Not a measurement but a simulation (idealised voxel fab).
The following is a process module called voxel self aligned vias.
Cross-section cut spans 240 nm and uses square cells 5 nm in size.
Format of a cross-section: grid, square cells. Given as bands. Order: top down. Band: one or more rows of cells.
Heads up on the band format: heights come first, top then bottom, in nm. After that it's the materials left to right, each with its width in nm. A single material flagged "full width" fills the whole band edge to edge, and "blank" means there's empty space there.
The level at which height equals 0 is the one under which the wafer, as it arrives, is entirely one material. No lower edge exists for the bottom band, which continues downward and is notated as in "0 -> down".
Top row gets the first number, bottom row gets the second, and each row in between changes by the same step: that is how a band width like "30->40" works.
Step note "everything unchanged" = no cross-section cell changed.
The list in "Enclosed cavity list" covers empty spaces of 8 cells or more that cannot reach the top through any open way, and it gives each as width x height at distance; the distance is from the left edge, and width, height and distance are in nm.
Anything after a step's settings on that line? It's the simulator's own note about the step.
The "overlay nm" setting may appear on a step's line; for a step that uses a mask, it gives how far to the right of its planned position the mask lay, and a negative value indicates the left.

### Set out below are the planned steps of the process
step 1: RECEIVE with material Si
step 2: CONFORMAL_DEP with material SiO2, thk nm 10
step 3: CONFORMAL_DEP with material SiCN, thk nm 5
step 4: DIRECTIONAL_DEP with material SiO2, thk nm 25
step 5: PATTERN with tone open, mask id LINES, material resist, width nm 20, pitch nm 65, thk nm 15, overlay nm 0
step 6: DIRECTIONAL_ETCH with etch materials SiO2, depth nm 25
step 7: STRIP with etch materials resist
step 8: CONFORMAL_DEP with material TiN, thk nm 5
step 9: FILL_DEP with material W, thk nm 10
step 10: CMP with height nm 40
step 11: SELECTIVE_ETCH with etch materials W Ru TiN, depth nm 10
step 12: FILL_DEP with material SiN, thk nm 5
step 13: CMP with height nm 40
step 14: DIRECTIONAL_DEP with material SiO2, thk nm 15
step 15: DIRECTIONAL_DEP with material aC, thk nm 10
step 16: PATTERN with tone open, mask id VIAS, material resist, width nm 40, pitch nm 65, thk nm 30, overlay nm 0
step 17: DIRECTIONAL_ETCH with etch materials aC, depth nm 10
step 18: STRIP with etch materials resist
step 19: DIRECTIONAL_ETCH with etch materials SiO2, depth nm 15
step 20: DIRECTIONAL_ETCH with etch materials SiN, depth nm 10
step 21: STRIP with etch materials aC
step 22: CONFORMAL_DEP with material TiN, thk nm 5
step 23: FILL_DEP with material Ru, thk nm 5
step 24: CMP with height nm 55
step 25: CONFORMAL_DEP with material SiN, thk nm 5

### Delivered wafer in cross-section: state after step 1
  0 -> down: Si full width
  Enclosed cavity list: none

### First of two wafers: cross-section at end of module, run per plan
  60 -> 55: SiN full width
  55 -> 45: SiO2 65 nm | TiN 5 nm | Ru 30 nm | TiN 5 nm | SiO2 25 nm | TiN 5 nm | Ru 30 nm | TiN 5 nm | SiO2 70 nm
  45 -> 35: SiO2 65->75 nm | TiN 15->5 nm | Ru 10 nm | TiN 15->5 nm | SiO2 25->45 nm | TiN 15->5 nm | Ru 10 nm | TiN 15->5 nm | SiO2 70->80 nm
  35 -> 30: SiO2 75 nm | TiN 20 nm | SiO2 45 nm | TiN 20 nm | SiO2 80 nm
  30 -> 20: SiO2 75 nm | TiN 5 nm | W 10 nm | TiN 5 nm | SiO2 45 nm | TiN 5 nm | W 10 nm | TiN 5 nm | SiO2 80 nm
  20 -> 15: SiO2 75 nm | TiN 20 nm | SiO2 45 nm | TiN 20 nm | SiO2 80 nm
  15 -> 10: SiCN full width
  10 -> 0: SiO2 full width
  0 -> down: Si full width
  Enclosed cavity list: none

### Wafer two cross-section, module end. Start and plan unchanged from wafer one; one mistake made during the run
  60 -> 55: SiN full width
  55 -> 35: SiO2 65 nm | TiN 5 nm | Ru 30 nm | TiN 5 nm | SiO2 25 nm | TiN 5 nm | Ru 30 nm | TiN 5 nm | SiO2 70 nm
  35 -> 30: SiO2 65 nm | TiN 40 nm | SiO2 25 nm | TiN 40 nm | SiO2 70 nm
  30 -> 20: SiO2 65->75 nm | TiN 15->5 nm | W 10 nm | TiN 15->5 nm | SiO2 25->45 nm | TiN 15->5 nm | W 10 nm | TiN 15->5 nm | SiO2 70->80 nm
  20 -> 15: SiO2 75 nm | TiN 20 nm | SiO2 45 nm | TiN 20 nm | SiO2 80 nm
  15 -> 10: SiCN full width
  10 -> 0: SiO2 full width
  0 -> down: Si full width
  Enclosed cavity list: none
Want to know what went wrong? step 19 of the plan was performed twice
Looking at both finished wafers in cells, the second ends up ahead of or behind the first on some materials: 16 more of Ru, 24 fewer of SiO2, 8 more of TiN
